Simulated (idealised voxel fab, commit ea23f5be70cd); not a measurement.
process module | voxel trench capacitor
cross-section cut | 275 nm wide | cells 5 nm
A cross-section is a grid of square cells, given in bands from the top down. A band is one or more rows of cells.
Each band's line starts with the height of the band's top and of its bottom, in nm. Then come its materials from left to right, each with its width in nm. One material with "throughout" fills the band from edge to edge. "air" is empty space.
Height 0 is the level under which the wafer as received is all one material. The lowest band goes on downwards, as in "0 down".
A width such as "30 to 40" changes by the same amount from each row of cells to the next, from the band's top row to its bottom row.
"no change" after a step means that no cell of the cross-section changed.
closed voids: empty space of 8 cells or more with no open way to the top, each as width x height at its distance from the left edge, in nm
after a step's settings: what the simulator itself notes on the step
overlay nm, on a step with a mask: how far to the right of its planned place the mask lay; to the left if negative
plan
1 op RECEIVE | material Si
2 op CONFORMAL_DEP | material SiN | thk nm 10
3 op PATTERN | tone open | mask id TRENCH | material resist | width nm 20 | pitch nm 50 | thk nm 15 | overlay nm 0
4 op DIRECTIONAL_ETCH | etch materials SiN | depth nm 10
5 op DIRECTIONAL_ETCH | etch materials Si | depth nm 30
6 op STRIP | etch materials resist
7 op CONFORMAL_DEP | material Al2O3 | thk nm 5
8 op FILL_DEP | material polySi | thk nm 10
9 op CMP | height nm 10
as received, after step 1
  0 down: Si throughout
  closed voids: none
first wafer at the end, as planned
  10 to 0: SiN 100 | Al2O3 5 | polySi 10 | Al2O3 5 | SiN 30 | Al2O3 5 | polySi 10 | Al2O3 5 | SiN 105
  0 to -25: Si 100 | Al2O3 5 | polySi 10 | Al2O3 5 | Si 30 | Al2O3 5 | polySi 10 | Al2O3 5 | Si 105
  -25 to -30: Si 100 | Al2O3 20 | Si 30 | Al2O3 20 | Si 105
  -30 down: Si throughout
  closed voids: none
second wafer at the end: like start, like plan, one mistake
  20 to 15: polySi throughout
  15 to 10: Al2O3 105 | polySi 10 | Al2O3 40 | polySi 10 | Al2O3 110
  10 to 0: SiN 100 | Al2O3 5 | polySi 10 | Al2O3 5 | SiN 30 | Al2O3 5 | polySi 10 | Al2O3 5 | SiN 105
  0 to -25: Si 100 | Al2O3 5 | polySi 10 | Al2O3 5 | Si 30 | Al2O3 5 | polySi 10 | Al2O3 5 | Si 105
  -25 to -30: Si 100 | Al2O3 20 | Si 30 | Al2O3 20 | Si 105
  -30 down: Si throughout
  closed voids: none
what went wrong: step 9 ran as: op CMP | height nm 20
at the end the second wafer has, in cells: 51 more of Al2O3 | 59 more of polySi
